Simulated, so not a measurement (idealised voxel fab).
Proc. module: voxel air gaps
Xsec cut, 265 nm wide, square cell size 5 nm.
Cross-section layout: square cells on a grid; listed as bands, top to bottom; a band spans one or more cell rows. Basically the band line says how high the top is and how high the bottom is, in nm, and then what's in it from left to right, every material with its width in nm. Empty space shows up as "air", and if a single material carries "everywhere" it runs the full band edge to edge. The level at which height equals 0 is the one under which the wafer, as it arrives, is entirely one material. No lower edge exists for the bottom band, which continues downward and is notated as in "from 0 down". Width "30 to 40": first value at the band's top row of cells, second value at its bottom row, equal change from row to row. Basically "left unchanged" means that step didn't change any cell in the cross-section. "Closed voids list" enumerates empty spaces isolated from the top, with no open way to it, that contain at least 8 cells, giving each as width x height at distance from the left edge, all three in nm. Anything after a step's settings on that line? It's the simulator's own note about the step. When a step includes a mask, the "overlay nm" setting on its line states how far to the right of its planned place that mask lay, and negative values state how far to the left.

### Process steps (planned)
- 1: RECEIVE [material Si]
- 2: CONFORMAL_DEP [material SiO2] [thk nm 10]
- 3: CONFORMAL_DEP [material SiCN] [thk nm 5]
- 4: DIRECTIONAL_DEP [material lowk] [thk nm 40]
- 5: PATTERN [tone open] [mask id LINES] [material resist] [width nm 15] [pitch nm 45] [thk nm 15] [overlay nm 0]
- 6: DIRECTIONAL_ETCH [etch materials lowk] [depth nm 40]
- 7: STRIP [etch materials resist]
- 8: CONFORMAL_DEP [material TiN] [thk nm 5]
- 9: FILL_DEP [material W] [thk nm 5]
- 10: CMP [height nm 55]
- 11: EPI [material Ru] [thk nm 10]
- 12: SELECTIVE_ETCH [etch materials lowk] [depth nm 50]
- 13: CONFORMAL_DEP [material SiCN] [thk nm 5]
Variable across wafers: step 5 width nm (plan value is that of the first wafer; starting state common to all).

### Received condition of the first of several wafers, sectioned: post-step 1
  from 0 down  Si everywhere
  Closed voids list: none

### Per wafer (row), end of module: delta in cells per material since receipt, (+) for gained, (-) for lost; closed voids after that
width nm 15, +56 Ru, +218 SiCN, +106 SiO2, +68 TiN, +28 W, Closed voids list: 20 x 30 at 80; 20 x 30 at 125; 20 x 30 at 170
width nm 20, +64 Ru, +206 SiCN, +106 SiO2, +72 TiN, +56 W, Closed voids list: 15 x 30 at 80; 15 x 30 at 125; 15 x 30 at 170
width nm 25, +72 Ru, +134 SiCN, +106 SiO2, +76 TiN, +84 W, +96 lowk, Closed voids list: none
width nm 30, +74 Ru, +134 SiCN, +106 SiO2, +80 TiN, +112 W, +72 lowk, Closed voids list: none
